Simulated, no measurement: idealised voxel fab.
Process module in this document: voxel gate over fins
Square cell edge 5 nm, section width 210 nm, ID cut.
This document writes a cross-section as a grid whose cells are square, and gives it as bands, listed from the top down; one or more rows of cells form a band.
For a band, the entry starts with two heights in nm, that of the top and then that of the bottom, and carries on with the band's materials in order from left to right, each alongside its width in nm; the word "all across" beside a single material means it fills the band edge to edge, and "air" means empty space.
Where do heights start? At 0: under that level the wafer as delivered is made of one material only. And the lowest band has no floor; it just carries on downward, as in "top 0, no bottom".
Width: "30->40" (first number = top row, second number = bottom row, same change from row to row of cells).
"changes: none", as given for a step, is the statement that not any cell of the cross-section underwent a change during that step.
If an empty space has no open way to the top and is at least 8 cells in size, "Encapsulated voids" lists it, written width x height at distance, where distance is measured from the left edge and every value is in nm.
after a step's settings: what the simulator itself notes on the step
Steps that use a mask can have "overlay nm" on their line. It says how far the mask sat to the right of where it was meant to be. Negative means to the left.

# Steps planned for the process
1) RECEIVE | material Si
2) CONFORMAL_DEP | material SiN | thk nm 5
3) DIRECTIONAL_DEP | material aC | thk nm 10
4) PATTERN | tone cover | mask id FINS | material resist | width nm 15 | pitch nm 45 | thk nm 30 | overlay nm -15
5) DIRECTIONAL_ETCH | etch materials aC | depth nm 10
6) STRIP | etch materials resist
7) DIRECTIONAL_ETCH | etch materials SiN | depth nm 5
8) DIRECTIONAL_ETCH | etch materials Si | depth nm 35
9) STRIP | etch materials aC
10) OXIDIZE | depth nm 5
11) FILL_DEP | material SiO2 | thk nm 15
12) CMP | height nm 5
13) SELECTIVE_ETCH | etch materials SiO2 | depth nm 20
14) STRIP | etch materials SiN
15) CONFORMAL_DEP | material HfO2 | thk nm 5
16) CONFORMAL_DEP | material TiN | thk nm 5
17) FILL_DEP | material W | thk nm 10
18) CMP | height nm 15
19) CONFORMAL_DEP | material SiN | thk nm 10
For clarity, it should be stated that the wafers under discussion commence in an identical condition and differ with respect to the overlay nm of step 4, the plan indicating the value that the first wafer had.

# The first of several wafers as received, shown in cross-section; this is its state after step 1
	top 0, no bottom  Si all across
	Encapsulated voids: none

# So in this table every wafer gets its own row, and what you see is where it stands at the end of the module: for each material, how many cells it picked up (+) or gave up (-) since we received it, and after that its closed voids
overlay nm -15, +60 HfO2, -312 Si, +84 SiN, +195 SiO2, +60 TiN, +123 W, Encapsulated voids: none
overlay nm -10, +60 HfO2, -312 Si, +84 SiN, +195 SiO2, +60 TiN, +123 W, Encapsulated voids: none
overlay nm -5, +60 HfO2, -312 Si, +84 SiN, +195 SiO2, +60 TiN, +123 W, Encapsulated voids: none
overlay nm 0, +60 HfO2, -312 Si, +84 SiN, +195 SiO2, +60 TiN, +123 W, Encapsulated voids: none
overlay nm 5, +60 HfO2, -312 Si, +84 SiN, +195 SiO2, +60 TiN, +123 W, Encapsulated voids: none
overlay nm 10, +60 HfO2, -312 Si, +84 SiN, +195 SiO2, +60 TiN, +123 W, Encapsulated voids: none
overlay nm 15, +60 HfO2, -312 Si, +84 SiN, +195 SiO2, +60 TiN, +123 W, Encapsulated voids: none
